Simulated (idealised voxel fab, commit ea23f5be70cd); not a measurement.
The following process module bears the name voxel wiring stack.
In the cross-section labelled cut, the width is 210 nm and each square cell is 5 nm.
Each cross-section below is a grid of square cells, stated as bands in top-down order, with one or more rows of cells making up each band.
The band entry comprises the height of the band's top followed by the height of its bottom, expressed in nm, and subsequently the band's materials from left to right, each stated together with its width in nm. Where a single material is marked with the word "all across", that material fills the band from edge to edge. The word "blank" represents empty space.
We count height from 0. Below that, the starting wafer is all one material. The lowest band never ends at the bottom but goes on down; see "0 and below" for how that is written.
With a width like "30->40", each row of cells in the band differs from the next by the same amount, the top row carrying the first number and the bottom row the second.
Take "nothing changed" at face value: in the step it is given for, the cross-section changed in none of its cells.
The label "Sealed void listing" introduces a list of the empty spaces, 8 cells or larger, that have no open way up to the top; each entry in it reads width x height at distance, where the distance is taken from the left edge and all three are stated in nm.
Note: text after step settings on the step line = simulator remark on that step.
The line of a step may include "overlay nm". On a step with a mask, this value is how far to the right of its planned place the mask lay. A negative value means the mask lay to the left.
### Intended process steps
step 1: RECEIVE: material Si
step 2: CONFORMAL_DEP: material SiO2, thk nm 15
step 3: DIRECTIONAL_DEP: material TiN, thk nm 5
step 4: DIRECTIONAL_DEP: material W, thk nm 20
step 5: MASKED_ETCH: tone cover, mask id METAL_1, width nm 20, pitch nm 35, etch materials W, depth nm 20, overlay nm 0
step 6: MASKED_ETCH: tone cover, mask id METAL_1, width nm 20, pitch nm 35, etch materials TiN, depth nm 5, overlay nm 0
step 7: CONFORMAL_DEP: material SiN, thk nm 5
step 8: FILL_DEP: material SiO2, thk nm 5
step 9: CMP: height nm 40
step 10: CONFORMAL_DEP: material SiCN, thk nm 5
step 11: DIRECTIONAL_DEP: material SiO2, thk nm 35
step 12: MASKED_ETCH: tone open, mask id METAL_2, width nm 20, pitch nm 35, etch materials SiO2, depth nm 20, overlay nm 0
step 13: MASKED_ETCH: tone open, mask id METAL_2_HOLES, width nm 15, etch materials SiO2, depth nm 15, overlay nm 0
step 14: MASKED_ETCH: tone open, mask id METAL_2_HOLES, width nm 15, etch materials SiCN, depth nm 5, overlay nm 0
step 15: CONFORMAL_DEP: material TiN, thk nm 5
step 16: FILL_DEP: material Cu, thk nm 5
step 17: CMP: height nm 80
step 18: CONFORMAL_DEP: material SiCN, thk nm 5
step 19: DIRECTIONAL_DEP: material SiO2, thk nm 10
step 20: MASKED_ETCH: tone open, mask id PLUG_2, width nm 15, pitch nm 35, etch materials SiO2, depth nm 10, overlay nm 0
step 21: MASKED_ETCH: tone open, mask id PLUG_2, width nm 15, pitch nm 35, etch materials SiCN, depth nm 5, overlay nm 0
step 22: EPI: material Ru, thk nm 10
step 23: EPI: material Ru, thk nm 5
step 24: CONFORMAL_DEP: material SiN, thk nm 5
step 25: DIRECTIONAL_DEP: material SiO2, thk nm 15
step 26: PATTERN: tone open, mask id METAL_3, material resist, width nm 20, pitch nm 35, thk nm 20, overlay nm 0
step 27: DIRECTIONAL_ETCH: etch materials SiO2, depth nm 15
step 28: DIRECTIONAL_ETCH: etch materials SiN, depth nm 5
step 29: STRIP: etch materials resist
step 30: CONFORMAL_DEP: material TiN, thk nm 5
step 31: FILL_DEP: material W, thk nm 10
step 32: CMP: height nm 115
step 33: CONFORMAL_DEP: material SiCN, thk nm 5
step 34: DIRECTIONAL_DEP: material SiO2, thk nm 35
step 35: PATTERN: tone open, mask id METAL_4, material resist, width nm 20, pitch nm 35, thk nm 20, overlay nm 0
step 36: DIRECTIONAL_ETCH: etch materials SiO2, depth nm 20
step 37: STRIP: etch materials resist
step 38: DIRECTIONAL_DEP: material aC, thk nm 10
step 39: PATTERN: tone open, mask id METAL_4_HOLES, material resist, width nm 15, pitch nm 35, thk nm 25, overlay nm 0
step 40: DIRECTIONAL_ETCH: etch materials aC, depth nm 10
step 41: STRIP: etch materials resist
step 42: DIRECTIONAL_ETCH: etch materials SiO2, depth nm 15
step 43: DIRECTIONAL_ETCH: etch materials SiCN, depth nm 5
step 44: STRIP: etch materials aC
step 45: CONFORMAL_DEP: material TiN, thk nm 5
step 46: FILL_DEP: material Cu, thk nm 10
step 47: CMP: height nm 155
step 48: CONFORMAL_DEP: material SiCN, thk nm 5
### Wafer, first of two, run as planned
### Shown in cross-section is the wafer as received, that is, as it stands after step 1
> 0 and below  Si all across
> Sealed void listing: none
### After step 2: wafer cross-section
> 15 down to 0  SiO2 all across
> All layers under 0 are left as they were.
### After step 3: wafer cross-section
> 20 down to 15  TiN all across
> All layers under 15 are left as they were.
### After step 4: wafer cross-section
> 40 down to 20  W all across
> All layers under 20 are left as they were.
### After step 5: wafer cross-section
> 40 down to 20  blank 75 / W 20 / blank 15 / W 20 / blank 80
> All layers under 20 are left as they were.
### After step 6: wafer cross-section
> 40 down to 20  blank 75 / W 20 / blank 15 / W 20 / blank 80
> 20 down to 15  blank 75 / TiN 20 / blank 15 / TiN 20 / blank 80
> All layers under 15 are left as they were.
### After step 7: wafer cross-section
> 45 down to 40  blank 70 / SiN 30 / blank 5 / SiN 30 / blank 75
> 40 down to 20  blank 70 / SiN 5 / W 20 / SiN 5 / blank 5 / SiN 5 / W 20 / SiN 5 / blank 75
> 20 down to 15  SiN 75 / TiN 20 / SiN 15 / TiN 20 / SiN 80
> All layers under 15 are left as they were.
### After step 8: wafer cross-section
> 50 down to 45  SiO2 all across
> 45 down to 40  SiO2 70 / SiN 30 / SiO2 5 / SiN 30 / SiO2 75
> 40 down to 20  SiO2 70 / SiN 5 / W 20 / SiN 5 / SiO2 5 / SiN 5 / W 20 / SiN 5 / SiO2 75
> All layers under 20 are left as they were.
### After step 9: wafer cross-section
> 40 down to 20  SiO2 70 / SiN 5 / W 20 / SiN 5 / SiO2 5 / SiN 5 / W 20 / SiN 5 / SiO2 75
> All layers under 20 are left as they were.
### After step 10: wafer cross-section
> 45 down to 40  SiCN all across
> All layers under 40 are left as they were.
### After step 11: wafer cross-section
> 80 down to 45  SiO2 all across
> All layers under 45 are left as they were.
### After step 12: wafer cross-section
> 80 down to 60  SiO2 75 / blank 20 / SiO2 15 / blank 20 / SiO2 80
> All layers under 60 are left as they were.
### After step 13: wafer cross-section
> 80 down to 60  SiO2 75 / blank 20 / SiO2 15 / blank 20 / SiO2 80
> 60 down to 45  SiO2 75 / blank 15 / SiO2 120
> All layers under 45 are left as they were.
### After step 14: wafer cross-section
> 80 down to 60  SiO2 75 / blank 20 / SiO2 15 / blank 20 / SiO2 80
> 60 down to 45  SiO2 75 / blank 15 / SiO2 120
> 45 down to 40  SiCN 75 / blank 15 / SiCN 120
> All layers under 40 are left as they were.
### After step 15: wafer cross-section
> 85 down to 80  TiN 80 / blank 10 / TiN 25 / blank 10 / TiN 85
> 80 down to 65  SiO2 75 / TiN 5 / blank 10 / TiN 5 / SiO2 15 / TiN 5 / blank 10 / TiN 5 / SiO2 80
> 65 down to 60  SiO2 75 / TiN 5 / blank 5 / TiN 10 / SiO2 15 / TiN 20 / SiO2 80
> 60 down to 45  SiO2 75 / TiN 5 / blank 5 / TiN 5 / SiO2 120
> 45 down to 40  SiCN 75 / TiN 15 / SiCN 120
> All layers under 40 are left as they were.
### After step 16: wafer cross-section
> 90 down to 85  Cu all across
> 85 down to 80  TiN 80 / Cu 10 / TiN 25 / Cu 10 / TiN 85
> 80 down to 65  SiO2 75 / TiN 5 / Cu 10 / TiN 5 / SiO2 15 / TiN 5 / Cu 10 / TiN 5 / SiO2 80
> 65 down to 60  SiO2 75 / TiN 5 / Cu 5 / TiN 10 / SiO2 15 / TiN 20 / SiO2 80
> 60 down to 45  SiO2 75 / TiN 5 / Cu 5 / TiN 5 / SiO2 120
> All layers under 45 are left as they were.
### After step 17: wafer cross-section
> 80 down to 65  SiO2 75 / TiN 5 / Cu 10 / TiN 5 / SiO2 15 / TiN 5 / Cu 10 / TiN 5 / SiO2 80
> All layers under 65 are left as they were.
### After step 18: wafer cross-section
> 85 down to 80  SiCN all across
> All layers under 80 are left as they were.
### After step 19: wafer cross-section
> 95 down to 85  SiO2 all across
> All layers under 85 are left as they were.
### After step 20: wafer cross-section
> 95 down to 85  SiO2 75 / blank 15 / SiO2 20 / blank 15 / SiO2 85
> All layers under 85 are left as they were.
### After step 21: wafer cross-section
> 95 down to 85  SiO2 75 / blank 15 / SiO2 20 / blank 15 / SiO2 85
> 85 down to 80  SiCN 75 / blank 15 / SiCN 20 / blank 15 / SiCN 85
> All layers under 80 are left as they were.
### After step 22: wafer cross-section
> 95 down to 90  SiO2 75 / blank 15 / SiO2 20 / blank 15 / SiO2 85
> 90 down to 85  SiO2 75 / Ru 15 / SiO2 20 / Ru 15 / SiO2 85
> 85 down to 80  SiCN 75 / Ru 15 / SiCN 20 / Ru 15 / SiCN 85
> All layers under 80 are left as they were.
### After step 23: wafer cross-section
> 95 down to 85  SiO2 75 / Ru 15 / SiO2 20 / Ru 15 / SiO2 85
> All layers under 85 are left as they were.
### After step 24: wafer cross-section
> 100 down to 95  SiN all across
> All layers under 95 are left as they were.
### After step 25: wafer cross-section
> 115 down to 100  SiO2 all across
> All layers under 100 are left as they were.
### After step 26: wafer cross-section
> 135 down to 115  resist 75 / blank 20 / resist 15 / blank 20 / resist 80
> All layers under 115 are left as they were.
### After step 27: wafer cross-section
> 135 down to 115  resist 75 / blank 20 / resist 15 / blank 20 / resist 80
> 115 down to 100  SiO2 75 / blank 20 / SiO2 15 / blank 20 / SiO2 80
> All layers under 100 are left as they were.
### After step 28: wafer cross-section
> 135 down to 115  resist 75 / blank 20 / resist 15 / blank 20 / resist 80
> 115 down to 100  SiO2 75 / blank 20 / SiO2 15 / blank 20 / SiO2 80
> 100 down to 95  SiN 75 / blank 20 / SiN 15 / blank 20 / SiN 80
> All layers under 95 are left as they were.
### After step 29: wafer cross-section
> 115 down to 100  SiO2 75 / blank 20 / SiO2 15 / blank 20 / SiO2 80
> All layers under 100 are left as they were.
### After step 30: wafer cross-section
> 120 down to 115  TiN 80 / blank 10 / TiN 25 / blank 10 / TiN 85
> 115 down to 100  SiO2 75 / TiN 5 / blank 10 / TiN 5 / SiO2 15 / TiN 5 / blank 10 / TiN 5 / SiO2 80
> 100 down to 95  SiN 75 / TiN 20 / SiN 15 / TiN 20 / SiN 80
> All layers under 95 are left as they were.
### After step 31: wafer cross-section
> 130 down to 120  W all across
> 120 down to 115  TiN 80 / W 10 / TiN 25 / W 10 / TiN 85
> 115 down to 100  SiO2 75 / TiN 5 / W 10 / TiN 5 / SiO2 15 / TiN 5 / W 10 / TiN 5 / SiO2 80
> All layers under 100 are left as they were.
### After step 32: wafer cross-section
> 115 down to 100  SiO2 75 / TiN 5 / W 10 / TiN 5 / SiO2 15 / TiN 5 / W 10 / TiN 5 / SiO2 80
> All layers under 100 are left as they were.
### After step 33: wafer cross-section
> 120 down to 115  SiCN all across
> All layers under 115 are left as they were.
### After step 34: wafer cross-section
> 155 down to 120  SiO2 all across
> All layers under 120 are left as they were.
### After step 35: wafer cross-section
> 175 down to 155  resist 75 / blank 20 / resist 15 / blank 20 / resist 80
> All layers under 155 are left as they were.
### After step 36: wafer cross-section
> 175 down to 155  resist 75 / blank 20 / resist 15 / blank 20 / resist 80
> 155 down to 135  SiO2 75 / blank 20 / SiO2 15 / blank 20 / SiO2 80
> All layers under 135 are left as they were.
### After step 37: wafer cross-section
> 155 down to 135  SiO2 75 / blank 20 / SiO2 15 / blank 20 / SiO2 80
> All layers under 135 are left as they were.
### After step 38: wafer cross-section
> 165 down to 155  aC 75 / blank 20 / aC 15 / blank 20 / aC 80
> 155 down to 145  SiO2 75 / blank 20 / SiO2 15 / blank 20 / SiO2 80
> 145 down to 135  SiO2 75 / aC 20 / SiO2 15 / aC 20 / SiO2 80
> All layers under 135 are left as they were.
### After step 39: wafer cross-section
> 190 down to 165  resist 75 / blank 15 / resist 20 / blank 15 / resist 85
> 165 down to 155  aC 75 / blank 15 / resist 5 / aC 15 / blank 15 / resist 5 / aC 80
> 155 down to 145  SiO2 75 / blank 15 / resist 5 / SiO2 15 / blank 15 / resist 5 / SiO2 80
> All layers under 145 are left as they were.
### After step 40: wafer cross-section
> 180 down to 165  resist 75 / blank 15 / resist 20 / blank 15 / resist 85
> 165 down to 155  aC 75 / blank 15 / resist 5 / aC 15 / blank 15 / resist 5 / aC 80
> 155 down to 145  SiO2 75 / blank 15 / resist 5 / SiO2 15 / blank 15 / resist 5 / SiO2 80
> 145 down to 135  SiO2 75 / blank 15 / aC 5 / SiO2 15 / blank 15 / aC 5 / SiO2 80
> All layers under 135 are left as they were.
### After step 41: wafer cross-section
> 165 down to 155  aC 75 / blank 20 / aC 15 / blank 20 / aC 80
> 155 down to 145  SiO2 75 / blank 20 / SiO2 15 / blank 20 / SiO2 80
> All layers under 145 are left as they were.
### After step 42: wafer cross-section
> 165 down to 155  aC 75 / blank 20 / aC 15 / blank 20 / aC 80
> 155 down to 145  SiO2 75 / blank 20 / SiO2 15 / blank 20 / SiO2 80
> 145 down to 135  SiO2 75 / blank 15 / aC 5 / SiO2 15 / blank 15 / aC 5 / SiO2 80
> 135 down to 120  SiO2 75 / blank 15 / SiO2 20 / blank 15 / SiO2 85
> All layers under 120 are left as they were.
### After step 43: wafer cross-section
> 165 down to 155  aC 75 / blank 20 / aC 15 / blank 20 / aC 80
> 155 down to 145  SiO2 75 / blank 20 / SiO2 15 / blank 20 / SiO2 80
> 145 down to 135  SiO2 75 / blank 15 / aC 5 / SiO2 15 / blank 15 / aC 5 / SiO2 80
> 135 down to 120  SiO2 75 / blank 15 / SiO2 20 / blank 15 / SiO2 85
> 120 down to 115  SiCN 75 / blank 15 / SiCN 20 / blank 15 / SiCN 85
> All layers under 115 are left as they were.
### After step 44: wafer cross-section
> 155 down to 135  SiO2 75 / blank 20 / SiO2 15 / blank 20 / SiO2 80
> All layers under 135 are left as they were.
### After step 45: wafer cross-section
> 160 down to 155  TiN 80 / blank 10 / TiN 25 / blank 10 / TiN 85
> 155 down to 140  SiO2 75 / TiN 5 / blank 10 / TiN 5 / SiO2 15 / TiN 5 / blank 10 / TiN 5 / SiO2 80
> 140 down to 135  SiO2 75 / TiN 5 / blank 5 / TiN 10 / SiO2 15 / TiN 5 / blank 5 / TiN 10 / SiO2 80
> 135 down to 120  SiO2 75 / TiN 5 / blank 5 / TiN 5 / SiO2 20 / TiN 5 / blank 5 / TiN 5 / SiO2 85
> 120 down to 115  SiCN 75 / TiN 15 / SiCN 20 / TiN 15 / SiCN 85
> All layers under 115 are left as they were.
### After step 46: wafer cross-section
> 170 down to 160  Cu all across
> 160 down to 155  TiN 80 / Cu 10 / TiN 25 / Cu 10 / TiN 85
> 155 down to 140  SiO2 75 / TiN 5 / Cu 10 / TiN 5 / SiO2 15 / TiN 5 / Cu 10 / TiN 5 / SiO2 80
> 140 down to 135  SiO2 75 / TiN 5 / Cu 5 / TiN 10 / SiO2 15 / TiN 5 / Cu 5 / TiN 10 / SiO2 80
> 135 down to 120  SiO2 75 / TiN 5 / Cu 5 / TiN 5 / SiO2 20 / TiN 5 / Cu 5 / TiN 5 / SiO2 85
> All layers under 120 are left as they were.
### After step 47: wafer cross-section
> 155 down to 140  SiO2 75 / TiN 5 / Cu 10 / TiN 5 / SiO2 15 / TiN 5 / Cu 10 / TiN 5 / SiO2 80
> All layers under 140 are left as they were.
### After step 48: wafer cross-section
> 160 down to 155  SiCN all across
> All layers under 155 are left as they were.
### Companion wafer, the second of two: same beginning, same intended sequence, one mistake in carrying it out; through step 21 inclusive it tracks the first exactly
### Second wafer: cross-section at the scheduled end of step 22
> 100 down to 95  blank 70 / Ru 25 / blank 10 / Ru 25 / blank 80
> 95 down to 85  SiO2 75 / Ru 15 / SiO2 20 / Ru 15 / SiO2 85
> 85 down to 80  SiCN 75 / Ru 15 / SiCN 20 / Ru 15 / SiCN 85
> All layers under 80 are left as they were.
### Second wafer: cross-section at the scheduled end of step 23
> 105 down to 95  blank 65 / Ru 70 / blank 75
> All layers under 95 are left as they were.
### Second wafer: cross-section at the scheduled end of step 24
> 110 down to 105  blank 60 / SiN 80 / blank 70
> 105 down to 100  blank 60 / SiN 5 / Ru 70 / SiN 5 / blank 70
> 100 down to 95  SiN 65 / Ru 70 / SiN 75
> All layers under 95 are left as they were.
### Second wafer: cross-section at the scheduled end of step 25
> 125 down to 115  blank 60 / SiO2 80 / blank 70
> 115 down to 110  SiO2 all across
> 110 down to 105  SiO2 60 / SiN 80 / SiO2 70
> 105 down to 100  SiO2 60 / SiN 5 / Ru 70 / SiN 5 / SiO2 70
> All layers under 100 are left as they were.
### Second wafer: cross-section at the scheduled end of step 26
> 145 down to 125  resist 75 / blank 20 / resist 15 / blank 20 / resist 80
> 125 down to 115  resist 60 / SiO2 80 / resist 70
> All layers under 115 are left as they were.
### Second wafer: cross-section at the scheduled end of step 27
> 145 down to 125  resist 75 / blank 20 / resist 15 / blank 20 / resist 80
> 125 down to 115  resist 60 / SiO2 15 / blank 20 / SiO2 15 / blank 20 / SiO2 10 / resist 70
> 115 down to 110  SiO2 75 / blank 20 / SiO2 15 / blank 20 / SiO2 80
> All layers under 110 are left as they were.
### Second wafer: cross-section at the scheduled end of step 28
> 145 down to 125  resist 75 / blank 20 / resist 15 / blank 20 / resist 80
> 125 down to 115  resist 60 / SiO2 15 / blank 20 / SiO2 15 / blank 20 / SiO2 10 / resist 70
> 115 down to 110  SiO2 75 / blank 20 / SiO2 15 / blank 20 / SiO2 80
> 110 down to 105  SiO2 60 / SiN 15 / blank 20 / SiN 15 / blank 20 / SiN 10 / SiO2 70
> All layers under 105 are left as they were.
### Second wafer: cross-section at the scheduled end of step 29
> 125 down to 115  blank 60 / SiO2 15 / blank 20 / SiO2 15 / blank 20 / SiO2 10 / blank 70
> All layers under 115 are left as they were.
### Second wafer: cross-section at the scheduled end of step 30
> 130 down to 125  blank 55 / TiN 25 / blank 10 / TiN 25 / blank 10 / TiN 20 / blank 65
> 125 down to 120  blank 55 / TiN 5 / SiO2 15 / TiN 5 / blank 10 / TiN 5 / SiO2 15 / TiN 5 / blank 10 / TiN 5 / SiO2 10 / TiN 5 / blank 65
> 120 down to 115  TiN 60 / SiO2 15 / TiN 5 / blank 10 / TiN 5 / SiO2 15 / TiN 5 / blank 10 / TiN 5 / SiO2 10 / TiN 70
> 115 down to 110  SiO2 75 / TiN 5 / blank 10 / TiN 5 / SiO2 15 / TiN 5 / blank 10 / TiN 5 / SiO2 80
> 110 down to 105  SiO2 60 / SiN 15 / TiN 20 / SiN 15 / TiN 20 / SiN 10 / SiO2 70
> All layers under 105 are left as they were.
### Second wafer: cross-section at the scheduled end of step 31
> 140 down to 130  W all across
> 130 down to 125  W 55 / TiN 25 / W 10 / TiN 25 / W 10 / TiN 20 / W 65
> 125 down to 120  W 55 / TiN 5 / SiO2 15 / TiN 5 / W 10 / TiN 5 / SiO2 15 / TiN 5 / W 10 / TiN 5 / SiO2 10 / TiN 5 / W 65
> 120 down to 115  TiN 60 / SiO2 15 / TiN 5 / W 10 / TiN 5 / SiO2 15 / TiN 5 / W 10 / TiN 5 / SiO2 10 / TiN 70
> 115 down to 110  SiO2 75 / TiN 5 / W 10 / TiN 5 / SiO2 15 / TiN 5 / W 10 / TiN 5 / SiO2 80
> All layers under 110 are left as they were.
### Second wafer: cross-section at the scheduled end of step 32
> 115 down to 110  SiO2 75 / TiN 5 / W 10 / TiN 5 / SiO2 15 / TiN 5 / W 10 / TiN 5 / SiO2 80
> All layers under 110 are left as they were.
### Second wafer: cross-section at the scheduled end of step 33
> 120 down to 115  SiCN all across
> All layers under 115 are left as they were.
### Second wafer: cross-section at the scheduled end of step 34
> 155 down to 120  SiO2 all across
> All layers under 120 are left as they were.
### Second wafer: cross-section at the scheduled end of step 35
> 175 down to 155  resist 75 / blank 20 / resist 15 / blank 20 / resist 80
> All layers under 155 are left as they were.
### Second wafer: cross-section at the scheduled end of step 36
> 175 down to 155  resist 75 / blank 20 / resist 15 / blank 20 / resist 80
> 155 down to 135  SiO2 75 / blank 20 / SiO2 15 / blank 20 / SiO2 80
> All layers under 135 are left as they were.
### Second wafer: cross-section at the scheduled end of step 37
> 155 down to 135  SiO2 75 / blank 20 / SiO2 15 / blank 20 / SiO2 80
> All layers under 135 are left as they were.
### Second wafer: cross-section at the scheduled end of step 38
> 165 down to 155  aC 75 / blank 20 / aC 15 / blank 20 / aC 80
> 155 down to 145  SiO2 75 / blank 20 / SiO2 15 / blank 20 / SiO2 80
> 145 down to 135  SiO2 75 / aC 20 / SiO2 15 / aC 20 / SiO2 80
> All layers under 135 are left as they were.
### Second wafer: cross-section at the scheduled end of step 39
> 190 down to 165  resist 75 / blank 15 / resist 20 / blank 15 / resist 85
> 165 down to 155  aC 75 / blank 15 / resist 5 / aC 15 / blank 15 / resist 5 / aC 80
> 155 down to 145  SiO2 75 / blank 15 / resist 5 / SiO2 15 / blank 15 / resist 5 / SiO2 80
> All layers under 145 are left as they were.
### Second wafer: cross-section at the scheduled end of step 40
> 180 down to 165  resist 75 / blank 15 / resist 20 / blank 15 / resist 85
> 165 down to 155  aC 75 / blank 15 / resist 5 / aC 15 / blank 15 / resist 5 / aC 80
> 155 down to 145  SiO2 75 / blank 15 / resist 5 / SiO2 15 / blank 15 / resist 5 / SiO2 80
> 145 down to 135  SiO2 75 / blank 15 / aC 5 / SiO2 15 / blank 15 / aC 5 / SiO2 80
> All layers under 135 are left as they were.
### Second wafer: cross-section at the scheduled end of step 41
> 165 down to 155  aC 75 / blank 20 / aC 15 / blank 20 / aC 80
> 155 down to 145  SiO2 75 / blank 20 / SiO2 15 / blank 20 / SiO2 80
> All layers under 145 are left as they were.
### Second wafer: cross-section at the scheduled end of step 42
> 165 down to 155  aC 75 / blank 20 / aC 15 / blank 20 / aC 80
> 155 down to 145  SiO2 75 / blank 20 / SiO2 15 / blank 20 / SiO2 80
> 145 down to 135  SiO2 75 / blank 15 / aC 5 / SiO2 15 / blank 15 / aC 5 / SiO2 80
> 135 down to 120  SiO2 75 / blank 15 / SiO2 20 / blank 15 / SiO2 85
> All layers under 120 are left as they were.
### Second wafer: cross-section at the scheduled end of step 43
> 165 down to 155  aC 75 / blank 20 / aC 15 / blank 20 / aC 80
> 155 down to 145  SiO2 75 / blank 20 / SiO2 15 / blank 20 / SiO2 80
> 145 down to 135  SiO2 75 / blank 15 / aC 5 / SiO2 15 / blank 15 / aC 5 / SiO2 80
> 135 down to 120  SiO2 75 / blank 15 / SiO2 20 / blank 15 / SiO2 85
> 120 down to 115  SiCN 75 / blank 15 / SiCN 20 / blank 15 / SiCN 85
> All layers under 115 are left as they were.
### Second wafer: cross-section at the scheduled end of step 44
> 155 down to 135  SiO2 75 / blank 20 / SiO2 15 / blank 20 / SiO2 80
> All layers under 135 are left as they were.
### Second wafer: cross-section at the scheduled end of step 45
> 160 down to 155  TiN 80 / blank 10 / TiN 25 / blank 10 / TiN 85
> 155 down to 140  SiO2 75 / TiN 5 / blank 10 / TiN 5 / SiO2 15 / TiN 5 / blank 10 / TiN 5 / SiO2 80
> 140 down to 135  SiO2 75 / TiN 5 / blank 5 / TiN 10 / SiO2 15 / TiN 5 / blank 5 / TiN 10 / SiO2 80
> 135 down to 120  SiO2 75 / TiN 5 / blank 5 / TiN 5 / SiO2 20 / TiN 5 / blank 5 / TiN 5 / SiO2 85
> 120 down to 115  SiCN 75 / TiN 15 / SiCN 20 / TiN 15 / SiCN 85
> All layers under 115 are left as they were.
### Second wafer: cross-section at the scheduled end of step 46
> 170 down to 160  Cu all across
> 160 down to 155  TiN 80 / Cu 10 / TiN 25 / Cu 10 / TiN 85
> 155 down to 140  SiO2 75 / TiN 5 / Cu 10 / TiN 5 / SiO2 15 / TiN 5 / Cu 10 / TiN 5 / SiO2 80
> 140 down to 135  SiO2 75 / TiN 5 / Cu 5 / TiN 10 / SiO2 15 / TiN 5 / Cu 5 / TiN 10 / SiO2 80
> 135 down to 120  SiO2 75 / TiN 5 / Cu 5 / TiN 5 / SiO2 20 / TiN 5 / Cu 5 / TiN 5 / SiO2 85
> All layers under 120 are left as they were.
### Second wafer: cross-section at the scheduled end of step 47
> 155 down to 140  SiO2 75 / TiN 5 / Cu 10 / TiN 5 / SiO2 15 / TiN 5 / Cu 10 / TiN 5 / SiO2 80
> All layers under 140 are left as they were.
### Second wafer: cross-section at the scheduled end of step 48
> 160 down to 155  SiCN all across
> All layers under 155 are left as they were.
What was the processing mistake? step 22 from the plan got run twice
Count the cells at the end and the second wafer has more or fewer of some materials than the first: Ru +28, SiN +4, SiO2 -16, TiN -8, W -8
